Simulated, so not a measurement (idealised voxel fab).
Documented hereafter: the process module known as voxel plated lines.
Square cells of 5 nm make up the cross-section cut, whose width is 290 nm.
In what follows, cross-sections appear as grids of square cells, described through bands that run from the top down, where every band is one or more rows of cells. In this notation a band is specified by the heights of its top and bottom, in that order and in nm, after which its materials appear from left to right, each paired with its width in nm. The word "full width" attached to a single material means that material fills the band from edge to edge; the word "blank" stands for empty space. For the purposes of this specification, 0 denotes the height below which the wafer in its as-received condition is composed wholly of one material, and the lowermost band, lacking a lower limit, extends downward without end, as expressed in "0 down". The expression "30->40" gives the width at the extremes of the band, the first number at its top row of cells and the second at its bottom row, with the width changing by equal amounts from each row to the next in between. "nothing different" (step): cross-section cells unchanged, all of them. "Completely sealed voids" lists enclosed empty spaces (at least 8 cells, no open path upward to the top), each as width x height at distance from the left edge, in nm. Where a step's line continues beyond its settings, the continuation is a remark by the simulator itself on that step. overlay nm: step with mask; distance mask lay right of planned place; negative value = left of planned place.
# Planned process steps
1. RECEIVE,material Si
2. CONFORMAL_DEP,material Al2O3,thk nm 10
3. DIRECTIONAL_DEP,material TiN,thk nm 5
4. PATTERN,tone open,mask id LINES,material resist,width nm 20,pitch nm 35,thk nm 35,overlay nm 0
5. EPI,material Ru,thk nm 5
6. EPI,material Ru,thk nm 5
7. EPI,material Ru,thk nm 10
8. STRIP,etch materials resist
9. DIRECTIONAL_ETCH,etch materials TiN,depth nm 5
10. CONFORMAL_DEP,material SiCN,thk nm 5
# Cross-section of the wafer as it came to us, i.e., already through step 1
- 0 down = Si full width
- Completely sealed voids: none
# The following cross-section depicts the wafer upon conclusion of the module. Processing commenced from the starting condition illustrated above and adhered to the plan illustrated above, save for one mistake in execution
- 40 to 35 = blank=70 / SiCN=30 / blank=5 / SiCN=30 / blank=5 / SiCN=30 / blank=5 / SiCN=30 / blank=85
- 35 to 15 = blank=70 / SiCN=5 / Ru=20 / SiCN=5 / blank=5 / SiCN=5 / Ru=20 / SiCN=5 / blank=5 / SiCN=5 / Ru=20 / SiCN=5 / blank=5 / SiCN=5 / Ru=20 / SiCN=5 / blank=85
- 15 to 10 = SiCN=75 / TiN=20 / SiCN=15 / TiN=20 / SiCN=15 / TiN=20 / SiCN=15 / TiN=20 / SiCN=90
- 10 to 0 = Al2O3 full width
- 0 down = Si full width
- Completely sealed voids: none
Run error: step 4 off recipe, ran as PATTERN,tone open,mask id LINES,material resist,width nm 20,pitch nm 35,thk nm 35,overlay nm -5
